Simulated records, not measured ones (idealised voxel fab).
process module | voxel plated lines
cross-section cut | 185 nm wide | cells 5 nm
A cross-section is a grid of square cells, given in bands from the top down. A band is one or more rows of cells.
Each band's line starts with the height of the band's top and of its bottom, in nm. Then come its materials from left to right, each with its width in nm. One material with "throughout" fills the band from edge to edge. "air" is empty space.
Height 0 is the level under which the wafer as received is all one material. The lowest band goes on downwards, as in "0 down".
A width such as "30 to 40" changes by the same amount from each row of cells to the next, from the band's top row to its bottom row.
"no change" after a step means that no cell of the cross-section changed.
closed voids: empty space of 8 cells or more with no open way to the top, each as width x height at its distance from the left edge, in nm
after a step's settings: what the simulator itself notes on the step
overlay nm, on a step with a mask: how far to the right of its planned place the mask lay; to the left if negative
Each pair below shows a cross-section before one step and the cross-section after it, down to the lowest band that changed. The line under each pair gives the step between them, with its settings. The pairs can come from different runs of this module on the same starting wafer, so a pair continues from the pair above only where its "before" says so.
before
  0 down: Si throughout
  closed voids: none
after
  5 to 0: Al2O3 throughout
  below 0: unchanged
  closed voids: none
the step between: op CONFORMAL_DEP | material Al2O3 | thk nm 5
before: the cross-section after the pair above
after
  10 to 5: TiN throughout
  below 5: unchanged
  closed voids: none
the step between: op DIRECTIONAL_DEP | material TiN | thk nm 5
before: the cross-section after the pair above
after
  30 to 10: resist 60 | air 20 | resist 20 | air 20 | resist 65
  below 10: unchanged
  closed voids: none
the step between: op PATTERN | tone open | mask id LINES | material resist | width nm 20 | pitch nm 40 | thk nm 20 | overlay nm 0
before: the cross-section after the pair above
after
  30 to 20: resist 60 | air 20 | resist 20 | air 20 | resist 65
  20 to 10: resist 60 | Ru 20 | resist 20 | Ru 20 | resist 65
  below 10: unchanged
  closed voids: none
the step between: op EPI | material Ru | thk nm 10
before: the cross-section after the pair above
after
  20 to 10: air 60 | Ru 20 | air 20 | Ru 20 | air 65
  below 10: unchanged
  closed voids: none
the step between: op STRIP | etch materials resist
before: the cross-section after the pair above
after
  20 to 10: air 60 | Ru 20 | air 20 | Ru 20 | air 65
  10 to 5: air 60 | TiN 20 | air 20 | TiN 20 | air 65
  below 5: unchanged
  closed voids: none
the step between: op DIRECTIONAL_ETCH | etch materials TiN | depth nm 5
before: the cross-section after the pair above
after
  25 to 20: air 55 | SiN 30 | air 10 | SiN 30 | air 60
  20 to 10: air 55 | SiN 5 | Ru 20 | SiN 5 | air 10 | SiN 5 | Ru 20 | SiN 5 | air 60
  10 to 5: SiN 60 | TiN 20 | SiN 20 | TiN 20 | SiN 65
  below 5: unchanged
  closed voids: none
the step between: op CONFORMAL_DEP | material SiN | thk nm 5
before
  30 to 20: resist 60 | air 20 | resist 20 | air 20 | resist 65
  20 to 10: resist 60 | Ru 20 | resist 20 | Ru 20 | resist 65
  10 to 5: TiN throughout
  5 to 0: Al2O3 throughout
  0 down: Si throughout
  closed voids: none
after
  30 to 10: resist 60 | Ru 20 | resist 20 | Ru 20 | resist 65
  below 10: unchanged
  closed voids: none
the step between: op EPI | material Ru | thk nm 10
before: the cross-section after the pair above
after
  30 to 10: air 60 | Ru 20 | air 20 | Ru 20 | air 65
  below 10: unchanged
  closed voids: none
the step between: op STRIP | etch materials resist
before: the cross-section after the pair above
after
  30 to 10: air 60 | Ru 20 | air 20 | Ru 20 | air 65
  10 to 5: air 60 | TiN 20 | air 20 | TiN 20 | air 65
  below 5: unchanged
  closed voids: none
the step between: op DIRECTIONAL_ETCH | etch materials TiN | depth nm 5
before: the cross-section after the pair above
after
  35 to 30: air 55 | SiN 30 | air 10 | SiN 30 | air 60
  30 to 10: air 55 | SiN 5 | Ru 20 | SiN 5 | air 10 | SiN 5 | Ru 20 | SiN 5 | air 60
  10 to 5: SiN 60 | TiN 20 | SiN 20 | TiN 20 | SiN 65
  below 5: unchanged
  closed voids: none
the step between: op CONFORMAL_DEP | material SiN | thk nm 5
before
  0 down: Si throughout
  closed voids: none
after
  5 to 0: TiN throughout
  below 0: unchanged
  closed voids: none
the step between: op DIRECTIONAL_DEP | material TiN | thk nm 5
before: the cross-section after the pair above
after
  10 to 5: Al2O3 throughout
  below 5: unchanged
  closed voids: none
the step between: op CONFORMAL_DEP | material Al2O3 | thk nm 5
before: the cross-section after the pair above
after
  30 to 10: resist 60 | air 20 | resist 20 | air 20 | resist 65
  below 10: unchanged
  closed voids: none
the step between: op PATTERN | tone open | mask id LINES | material resist | width nm 20 | pitch nm 40 | thk nm 20 | overlay nm 0
before: the cross-section after the pair above
after
  10 to 5: Al2O3 throughout
  below 5: unchanged
  closed voids: none
the step between: op STRIP | etch materials resist
before: the cross-section after the pair above
after
  15 to 10: SiN throughout
  below 10: unchanged
  closed voids: none
the step between: op CONFORMAL_DEP | material SiN | thk nm 5
before
  0 down: Si throughout
  closed voids: none
after
  15 to 0: Al2O3 throughout
  below 0: unchanged
  closed voids: none
the step between: op CONFORMAL_DEP | material Al2O3 | thk nm 15
before: the cross-section after the pair above
after
  20 to 15: TiN throughout
  below 15: unchanged
  closed voids: none
the step between: op DIRECTIONAL_DEP | material TiN | thk nm 5
before: the cross-section after the pair above
after
  40 to 20: resist 60 | air 20 | resist 20 | air 20 | resist 65
  below 20: unchanged
  closed voids: none
the step between: op PATTERN | tone open | mask id LINES | material resist | width nm 20 | pitch nm 40 | thk nm 20 | overlay nm 0
before: the cross-section after the pair above
after
  40 to 30: resist 60 | air 20 | resist 20 | air 20 | resist 65
  30 to 20: resist 60 | Ru 20 | resist 20 | Ru 20 | resist 65
  below 20: unchanged
  closed voids: none
the step between: op EPI | material Ru | thk nm 10
before: the cross-section after the pair above
after
  30 to 20: air 60 | Ru 20 | air 20 | Ru 20 | air 65
  below 20: unchanged
  closed voids: none
the step between: op STRIP | etch materials resist
before: the cross-section after the pair above
after
  30 to 20: air 60 | Ru 20 | air 20 | Ru 20 | air 65
  20 to 15: air 60 | TiN 20 | air 20 | TiN 20 | air 65
  below 15: unchanged
  closed voids: none
the step between: op DIRECTIONAL_ETCH | etch materials TiN | depth nm 5
before: the cross-section after the pair above
after
  35 to 30: air 55 | SiN 30 | air 10 | SiN 30 | air 60
  30 to 20: air 55 | SiN 5 | Ru 20 | SiN 5 | air 10 | SiN 5 | Ru 20 | SiN 5 | air 60
  20 to 15: SiN 60 | TiN 20 | SiN 20 | TiN 20 | SiN 65
  below 15: unchanged
  closed voids: none
the step between: op CONFORMAL_DEP | material SiN | thk nm 5
before
  10 to 5: TiN throughout
  5 to 0: Al2O3 throughout
  0 down: Si throughout
  closed voids: none
after
  30 to 10: resist 65 | air 15 | resist 25 | air 15 | resist 65
  below 10: unchanged
  closed voids: none
the step between: op PATTERN | tone open | mask id LINES | material resist | width nm 15 | pitch nm 40 | thk nm 20 | overlay nm 0
before: the cross-section after the pair above
after
  30 to 20: resist 65 | air 15 | resist 25 | air 15 | resist 65
  20 to 10: resist 65 | Ru 15 | resist 25 | Ru 15 | resist 65
  below 10: unchanged
  closed voids: none
the step between: op EPI | material Ru | thk nm 10
before: the cross-section after the pair above
after
  20 to 10: air 65 | Ru 15 | air 25 | Ru 15 | air 65
  below 10: unchanged
  closed voids: none
the step between: op STRIP | etch materials resist
before: the cross-section after the pair above
after
  20 to 10: air 65 | Ru 15 | air 25 | Ru 15 | air 65
  10 to 5: air 65 | TiN 15 | air 25 | TiN 15 | air 65
  below 5: unchanged
  closed voids: none
the step between: op DIRECTIONAL_ETCH | etch materials TiN | depth nm 5
before: the cross-section after the pair above
after
  25 to 20: air 60 | SiN 25 | air 15 | SiN 25 | air 60
  20 to 10: air 60 | SiN 5 | Ru 15 | SiN 5 | air 15 | SiN 5 | Ru 15 | SiN 5 | air 60
  10 to 5: SiN 65 | TiN 15 | SiN 25 | TiN 15 | SiN 65
  below 5: unchanged
  closed voids: none
the step between: op CONFORMAL_DEP | material SiN | thk nm 5
before
  10 to 5: TiN throughout
  5 to 0: Al2O3 throughout
  0 down: Si throughout
  closed voids: none
after
  30 to 10: resist 70 | air 20 | resist 20 | air 20 | resist 55
  below 10: unchanged
  closed voids: none
the step between: op PATTERN | tone open | mask id LINES | material resist | width nm 20 | pitch nm 40 | thk nm 20 | overlay nm 10
before: the cross-section after the pair above
after
  30 to 20: resist 70 | air 20 | resist 20 | air 20 | resist 55
  20 to 10: resist 70 | Ru 20 | resist 20 | Ru 20 | resist 55
  below 10: unchanged
  closed voids: none
the step between: op EPI | material Ru | thk nm 10
before: the cross-section after the pair above
after
  20 to 10: air 70 | Ru 20 | air 20 | Ru 20 | air 55
  below 10: unchanged
  closed voids: none
the step between: op STRIP | etch materials resist
before: the cross-section after the pair above
after
  20 to 10: air 70 | Ru 20 | air 20 | Ru 20 | air 55
  10 to 5: air 70 | TiN 20 | air 20 | TiN 20 | air 55
  below 5: unchanged
  closed voids: none
the step between: op DIRECTIONAL_ETCH | etch materials TiN | depth nm 5
before: the cross-section after the pair above
after
  25 to 20: air 65 | SiN 30 | air 10 | SiN 30 | air 50
  20 to 10: air 65 | SiN 5 | Ru 20 | SiN 5 | air 10 | SiN 5 | Ru 20 | SiN 5 | air 50
  10 to 5: SiN 70 | TiN 20 | SiN 20 | TiN 20 | SiN 55
  below 5: unchanged
  closed voids: none
the step between: op CONFORMAL_DEP | material SiN | thk nm 5
before
  5 to 0: Al2O3 throughout
  0 down: Si throughout
  closed voids: none
after
  10 to 0: Al2O3 throughout
  below 0: unchanged
  closed voids: none
the step between: op DIRECTIONAL_DEP | material Al2O3 | thk nm 5
before: the cross-section after the pair above
after
  30 to 10: resist 60 | air 20 | resist 20 | air 20 | resist 65
  below 10: unchanged
  closed voids: none
the step between: op PATTERN | tone open | mask id LINES | material resist | width nm 20 | pitch nm 40 | thk nm 20 | overlay nm 0
before: the cross-section after the pair above
after
  10 to 0: Al2O3 throughout
  below 0: unchanged
  closed voids: none
the step between: op STRIP | etch materials resist
before: the cross-section after the pair above
after
  15 to 10: SiN throughout
  below 10: unchanged
  closed voids: none
the step between: op CONFORMAL_DEP | material SiN | thk nm 5
before
  10 to 5: TiN throughout
  5 to 0: Al2O3 throughout
  0 down: Si throughout
  closed voids: none
after
  30 to 10: air 60 | resist 20 | air 20 | resist 20 | air 65
  below 10: unchanged
  closed voids: none
the step between: op PATTERN | tone cover | mask id LINES | material resist | width nm 20 | pitch nm 40 | thk nm 20 | overlay nm 0
before: the cross-section after the pair above
after
  30 to 20: air 60 | resist 20 | air 20 | resist 20 | air 65
  20 to 10: Ru 60 | resist 20 | Ru 20 | resist 20 | Ru 65
  below 10: unchanged
  closed voids: none
the step between: op EPI | material Ru | thk nm 10
before: the cross-section after the pair above
after
  20 to 10: Ru 60 | air 20 | Ru 20 | air 20 | Ru 65
  below 10: unchanged
  closed voids: none
the step between: op STRIP | etch materials resist
before: the cross-section after the pair above
after
  20 to 10: Ru 60 | air 20 | Ru 20 | air 20 | Ru 65
  10 to 5: TiN 60 | air 20 | TiN 20 | air 20 | TiN 65
  below 5: unchanged
  closed voids: none
the step between: op DIRECTIONAL_ETCH | etch materials TiN | depth nm 5
before: the cross-section after the pair above
after
  25 to 20: SiN 65 | air 10 | SiN 30 | air 10 | SiN 70
  20 to 10: Ru 60 | SiN 5 | air 10 | SiN 5 | Ru 20 | SiN 5 | air 10 | SiN 5 | Ru 65
  10 to 5: TiN 60 | SiN 20 | TiN 20 | SiN 20 | TiN 65
  below 5: unchanged
  closed voids: none
the step between: op CONFORMAL_DEP | material SiN | thk nm 5
